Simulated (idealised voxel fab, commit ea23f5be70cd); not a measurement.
voxel wiring stack: a process module
Shown is cross-section cut, with a width of 190 nm and square cells of size 5 nm.
Cross-section, as written here: a square-cell grid given band by band from the top down, where a band holds one or more rows of cells.
Each band's line starts with the height of the band's top and of its bottom, in nm. Then come its materials from left to right, each with its width in nm. One material with "throughout" fills the band from edge to edge. "blank" is empty space.
Heads up on the height convention: 0 is the point under which the incoming wafer is all one material, and the lowest band has no bottom, it just keeps going down, like "0 nm and below".
A two-number width, for instance "30 to 40", indicates that the width is equal to the first number in the top row of the band and to the second number in the bottom row, and that it changes by a constant amount per row of cells.
It should be understood that the words "no change", when stated for a given step, signify that the cross-section underwent no change in any of its cells during that step.
Entry "Cavities, sealed" = empty spaces >= 8 cells with no open way to the top; each as width x height at distance, distance from left edge, all nm.
Text after the settings on a step's line: the simulator's own remark on that step.
Regarding "overlay nm": on a step with a mask, it is the distance the mask lay to the right of its planned place; a negative value places it to the left.
[Process steps foreseen in the plan]
1 RECEIVE,material Si
2 CONFORMAL_DEP,material SiO2,thk nm 15
3 CONFORMAL_DEP,material SiN,thk nm 5
4 DIRECTIONAL_DEP,material lowk,thk nm 20
5 PATTERN,tone open,mask id METAL_1,material resist,width nm 25,pitch nm 45,thk nm 15,overlay nm 0
6 DIRECTIONAL_ETCH,etch materials lowk,depth nm 20
7 DIRECTIONAL_ETCH,etch materials SiN,depth nm 5
8 STRIP,etch materials resist
9 CONFORMAL_DEP,material TiN,thk nm 5
10 FILL_DEP,material Cu,thk nm 10
11 CMP,height nm 40
12 CONFORMAL_DEP,material SiCN,thk nm 5
13 DIRECTIONAL_DEP,material lowk,thk nm 10
14 PATTERN,tone open,mask id PLUG_1,material resist,width nm 15,pitch nm 90,thk nm 20,overlay nm 0
15 DIRECTIONAL_ETCH,etch materials lowk,depth nm 10
16 DIRECTIONAL_ETCH,etch materials SiCN,depth nm 5
17 STRIP,etch materials resist
18 CONFORMAL_DEP,material TiN,thk nm 5
19 FILL_DEP,material W,thk nm 5
20 CMP,height nm 55
21 CONFORMAL_DEP,material SiN,thk nm 5
22 DIRECTIONAL_DEP,material lowk,thk nm 20
23 MASKED_ETCH,tone open,mask id METAL_2,width nm 25,pitch nm 45,etch materials lowk,depth nm 20,overlay nm 0
24 MASKED_ETCH,tone open,mask id METAL_2,width nm 25,pitch nm 45,etch materials SiN,depth nm 5,overlay nm 0
25 CONFORMAL_DEP,material TiN,thk nm 5
26 FILL_DEP,material Cu,thk nm 10
27 CMP,height nm 80
28 EPI,material Ru,thk nm 5
29 FILL_DEP,material SiCN,thk nm 5
[Wafer as received: cross-section following step 1]
> 0 nm and below | Si throughout
> Cavities, sealed: none
[Module complete - cross-section of the first of two wafers, run according to plan]
> 90 nm to 85 nm | SiCN throughout
> 85 nm to 80 nm | SiCN 10, then Ru 35, then SiCN 10, then Ru 35, then SiCN 10, then Ru 35, then SiCN 10, then Ru 35, then SiCN 10
> 80 nm to 60 nm | lowk 15, then TiN 5, then Cu 15, then TiN 5, then lowk 20, then TiN 5, then Cu 15, then TiN 5, then lowk 20, then TiN 5, then Cu 15, then TiN 5, then lowk 20, then TiN 5, then Cu 15, then TiN 5, then lowk 15
> 60 nm to 55 nm | SiN 15, then TiN 25, then SiN 20, then TiN 25, then SiN 20, then TiN 25, then SiN 20, then TiN 25, then SiN 15
> 55 nm to 45 nm | lowk 15, then TiN 5, then W 5, then TiN 5, then lowk 75, then TiN 5, then W 5, then TiN 5, then lowk 70
> 45 nm to 40 nm | SiCN 15, then TiN 15, then SiCN 75, then TiN 15, then SiCN 70
> 40 nm to 20 nm | lowk 15, then TiN 5, then Cu 15, then TiN 5, then lowk 20, then TiN 5, then Cu 15, then TiN 5, then lowk 20, then TiN 5, then Cu 15, then TiN 5, then lowk 20, then TiN 5, then Cu 15, then TiN 5, then lowk 15
> 20 nm to 15 nm | SiN 15, then TiN 25, then SiN 20, then TiN 25, then SiN 20, then TiN 25, then SiN 20, then TiN 25, then SiN 15
> 15 nm to 0 nm | SiO2 throughout
> 0 nm and below | Si throughout
> Cavities, sealed: none
[Cross-sectional view of the second of two wafers upon completion of the module. This wafer shared its starting condition and process plan with the first; one error was made during its execution]
> 90 nm to 85 nm | SiCN throughout
> 85 nm to 80 nm | Ru 20, then SiCN 15, then Ru 30, then SiCN 15, then Ru 30, then SiCN 15, then Ru 30, then SiCN 15, then Ru 20
> 80 nm to 65 nm | Cu 10, then TiN 5, then lowk 25, then TiN 5, then Cu 10, then TiN 5, then lowk 25, then TiN 5, then Cu 10, then TiN 5, then lowk 25, then TiN 5, then Cu 10, then TiN 5, then lowk 25, then TiN 5, then Cu 10
> 65 nm to 60 nm | TiN 15, then lowk 25, then TiN 20, then lowk 25, then TiN 20, then lowk 25, then TiN 20, then lowk 25, then TiN 15
> 60 nm to 55 nm | SiN throughout
> 55 nm to 45 nm | lowk 15, then TiN 5, then W 5, then TiN 5, then lowk 75, then TiN 5, then W 5, then TiN 5, then lowk 70
> 45 nm to 40 nm | SiCN 15, then TiN 15, then SiCN 75, then TiN 15, then SiCN 70
> 40 nm to 20 nm | lowk 15, then TiN 5, then Cu 15, then TiN 5, then lowk 20, then TiN 5, then Cu 15, then TiN 5, then lowk 20, then TiN 5, then Cu 15, then TiN 5, then lowk 20, then TiN 5, then Cu 15, then TiN 5, then lowk 15
> 20 nm to 15 nm | SiN 15, then TiN 25, then SiN 20, then TiN 25, then SiN 20, then TiN 25, then SiN 20, then TiN 25, then SiN 15
> 15 nm to 0 nm | SiO2 throughout
> 0 nm and below | Si throughout
> Cavities, sealed: none
The plan and the run diverged here: it should be noted that step 23 was executed with settings other than those planned, the operation and settings actually applied being MASKED_ETCH,tone cover,mask id METAL_2,width nm 25,pitch nm 45,etch materials lowk,depth nm 20,overlay nm 0
Wrapping up, a cell-based count of both wafers puts the second over or under the first for these materials: -18 Cu; -2 Ru; +2 SiCN; +20 SiN; -10 TiN; +8 lowk
